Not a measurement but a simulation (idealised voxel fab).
The process module that follows is named voxel wiring stack.
Cross-sectional view cut (width: 205 nm; square cell size: 5 nm).
Cross-section spec: square-cell grid; bands listed top down; each band is one or more rows. Within each band entry, the heights of the top and of the bottom of the band appear first, in that order and in nm; the materials of the band then follow from left to right, each with its corresponding width in nm. The designation "all across" on a single material indicates that it fills the band from edge to edge; the designation "air" indicates empty space. Heights are expressed relative to 0, this being the level below which the as-received wafer comprises one material exclusively. The lowest band is unbounded in the downward direction and is denoted as in "z 0 and below". A two-number width, for instance "30 to 40", indicates that the width is equal to the first number in the top row of the band and to the second number in the bottom row, and that it changes by a constant amount per row of cells. "same as before" after a step means that no cell of the cross-section changed. Reported under the label "Enclosed void entries" are the empty spaces having no open way to the top and comprising 8 cells or more; the notation for each is width x height at distance, in which the distance is measured from the left edge and all three values are in nm. Step line, after settings: the simulator's comment on this step. overlay nm: step with mask; distance mask lay right of planned place; negative value = left of planned place.
[Listed below are the process steps as planned]
1: RECEIVE (material Si)
2: CONFORMAL_DEP (material SiO2; thk nm 15)
3: DIRECTIONAL_DEP (material TiN; thk nm 5)
4: DIRECTIONAL_DEP (material W; thk nm 20)
5: PATTERN (tone cover; mask id METAL_1; material resist; width nm 30; pitch nm 45; thk nm 15; overlay nm 0)
6: DIRECTIONAL_ETCH (etch materials W; depth nm 20)
7: DIRECTIONAL_ETCH (etch materials TiN; depth nm 5)
8: STRIP (etch materials resist)
9: FILL_DEP (material lowk; thk nm 10)
10: CMP (height nm 40)
11: CONFORMAL_DEP (material SiCN; thk nm 5)
12: DIRECTIONAL_DEP (material lowk; thk nm 15)
13: DIRECTIONAL_DEP (material aC; thk nm 15)
14: PATTERN (tone open; mask id PLUG_1; material resist; width nm 15; pitch nm 45; thk nm 30; overlay nm 0)
15: DIRECTIONAL_ETCH (etch materials aC; depth nm 15)
16: STRIP (etch materials resist)
17: DIRECTIONAL_ETCH (etch materials lowk; depth nm 15)
18: DIRECTIONAL_ETCH (etch materials SiCN; depth nm 5)
19: STRIP (etch materials aC)
20: EPI (material Ru; thk nm 10)
21: EPI (material Ru; thk nm 10)
22: DIRECTIONAL_DEP (material TiN; thk nm 5)
23: DIRECTIONAL_DEP (material Ru; thk nm 25)
24: PATTERN (tone cover; mask id METAL_2; material resist; width nm 30; pitch nm 45; thk nm 15; overlay nm 0)
25: DIRECTIONAL_ETCH (etch materials Ru; depth nm 25)
26: DIRECTIONAL_ETCH (etch materials TiN; depth nm 5)
27: STRIP (etch materials resist)
28: FILL_DEP (material SiO2; thk nm 10)
29: CMP (height nm 90)
30: CONFORMAL_DEP (material SiCN; thk nm 5)
31: DIRECTIONAL_DEP (material SiO2; thk nm 15)
32: DIRECTIONAL_DEP (material aC; thk nm 15)
33: PATTERN (tone open; mask id PLUG_2; material resist; width nm 15; pitch nm 90; thk nm 35; overlay nm 0)
34: DIRECTIONAL_ETCH (etch materials aC; depth nm 15)
35: STRIP (etch materials resist)
36: DIRECTIONAL_ETCH (etch materials SiO2; depth nm 15)
37: DIRECTIONAL_ETCH (etch materials SiCN; depth nm 5)
38: STRIP (etch materials aC)
39: CONFORMAL_DEP (material TiN; thk nm 5)
40: FILL_DEP (material Ru; thk nm 5)
41: CMP (height nm 110)
42: DIRECTIONAL_DEP (material TiN; thk nm 5)
43: DIRECTIONAL_DEP (material Ru; thk nm 15)
44: MASKED_ETCH (tone cover; mask id METAL_3; width nm 30; pitch nm 45; etch materials Ru; depth nm 15; overlay nm 0)
45: MASKED_ETCH (tone cover; mask id METAL_3; width nm 30; pitch nm 45; etch materials TiN; depth nm 5; overlay nm 0)
46: CONFORMAL_DEP (material SiCN; thk nm 5)
47: FILL_DEP (material SiO2; thk nm 5)
48: CMP (height nm 130)
49: CONFORMAL_DEP (material SiN; thk nm 5)
[As received (post step 1): cross-section]
z 0 and below  Si all across
Enclosed void entries: none
[Here's the cross-section of the first of our two wafers at the end of the module - it ran as planned]
z 135 to 130  SiN all across
z 130 to 115  SiO2: 15, SiCN: 5, Ru: 30, SiCN: 5, SiO2: 5, SiCN: 5, Ru: 30, SiCN: 5, SiO2: 5, SiCN: 5, Ru: 30, SiCN: 5, SiO2: 5, SiCN: 5, Ru: 30, SiCN: 5, SiO2: 15
z 115 to 110  SiCN: 20, TiN: 30, SiCN: 15, TiN: 30, SiCN: 15, TiN: 30, SiCN: 15, TiN: 30, SiCN: 20
z 110 to 95  SiO2: 20, TiN: 5, Ru: 5, TiN: 5, SiO2: 75, TiN: 5, Ru: 5, TiN: 5, SiO2: 80
z 95 to 90  SiCN: 20, TiN: 15, SiCN: 75, TiN: 15, SiCN: 80
z 90 to 65  SiO2: 20, Ru: 30, SiO2: 15, Ru: 30, SiO2: 15, Ru: 30, SiO2: 15, Ru: 30, SiO2: 20
z 65 to 60  SiO2: 20, TiN: 30, SiO2: 15, TiN: 30, SiO2: 15, TiN: 30, SiO2: 15, TiN: 30, SiO2: 20
z 60 to 45  lowk: 20, Ru: 15, lowk: 30, Ru: 15, lowk: 30, Ru: 15, lowk: 30, Ru: 15, lowk: 35
z 45 to 40  SiCN: 20, Ru: 15, SiCN: 30, Ru: 15, SiCN: 30, Ru: 15, SiCN: 30, Ru: 15, SiCN: 35
z 40 to 20  lowk: 20, W: 30, lowk: 15, W: 30, lowk: 15, W: 30, lowk: 15, W: 30, lowk: 20
z 20 to 15  lowk: 20, TiN: 30, lowk: 15, TiN: 30, lowk: 15, TiN: 30, lowk: 15, TiN: 30, lowk: 20
z 15 to 0  SiO2 all across
z 0 and below  Si all across
Enclosed void entries: none
[Cross-sectional image of the second wafer of the two following completion of the module. Starting state and process plan were the same as for the first wafer; one execution error occurred]
z 135 to 130  SiN all across
z 130 to 120  Ru: 20, SiCN: 5, SiO2: 20, SiCN: 5, Ru: 15, SiCN: 5, SiO2: 20, SiCN: 5, Ru: 15, SiCN: 5, SiO2: 20, SiCN: 5, Ru: 15, SiCN: 5, SiO2: 20, SiCN: 5, Ru: 20
z 120 to 115  Ru: 20, SiCN: 30, Ru: 15, SiCN: 30, Ru: 15, SiCN: 30, Ru: 15, SiCN: 30, Ru: 20
z 115 to 110  TiN all across
z 110 to 95  SiO2: 20, TiN: 5, Ru: 5, TiN: 5, SiO2: 75, TiN: 5, Ru: 5, TiN: 5, SiO2: 80
z 95 to 90  SiCN: 20, TiN: 15, SiCN: 75, TiN: 15, SiCN: 80
z 90 to 65  SiO2: 20, Ru: 30, SiO2: 15, Ru: 30, SiO2: 15, Ru: 30, SiO2: 15, Ru: 30, SiO2: 20
z 65 to 60  SiO2: 20, TiN: 30, SiO2: 15, TiN: 30, SiO2: 15, TiN: 30, SiO2: 15, TiN: 30, SiO2: 20
z 60 to 45  lowk: 20, Ru: 15, lowk: 30, Ru: 15, lowk: 30, Ru: 15, lowk: 30, Ru: 15, lowk: 35
z 45 to 40  SiCN: 20, Ru: 15, SiCN: 30, Ru: 15, SiCN: 30, Ru: 15, SiCN: 30, Ru: 15, SiCN: 35
z 40 to 20  lowk: 20, W: 30, lowk: 15, W: 30, lowk: 15, W: 30, lowk: 15, W: 30, lowk: 20
z 20 to 15  lowk: 20, TiN: 30, lowk: 15, TiN: 30, lowk: 15, TiN: 30, lowk: 15, TiN: 30, lowk: 20
z 15 to 0  SiO2 all across
z 0 and below  Si all across
Enclosed void entries: none
Misprocessing identified: for step 44, the planned setting was not used; the step was instead run as MASKED_ETCH (tone open; mask id METAL_3; width nm 30; pitch nm 45; etch materials Ru; depth nm 15; overlay nm 0)
In the final state, the cell counts of the second wafer exceed or fall short of those of the first for the following materials: Ru: 21 fewer, SiCN: 1 fewer, SiO2: 5 more, TiN: 17 more
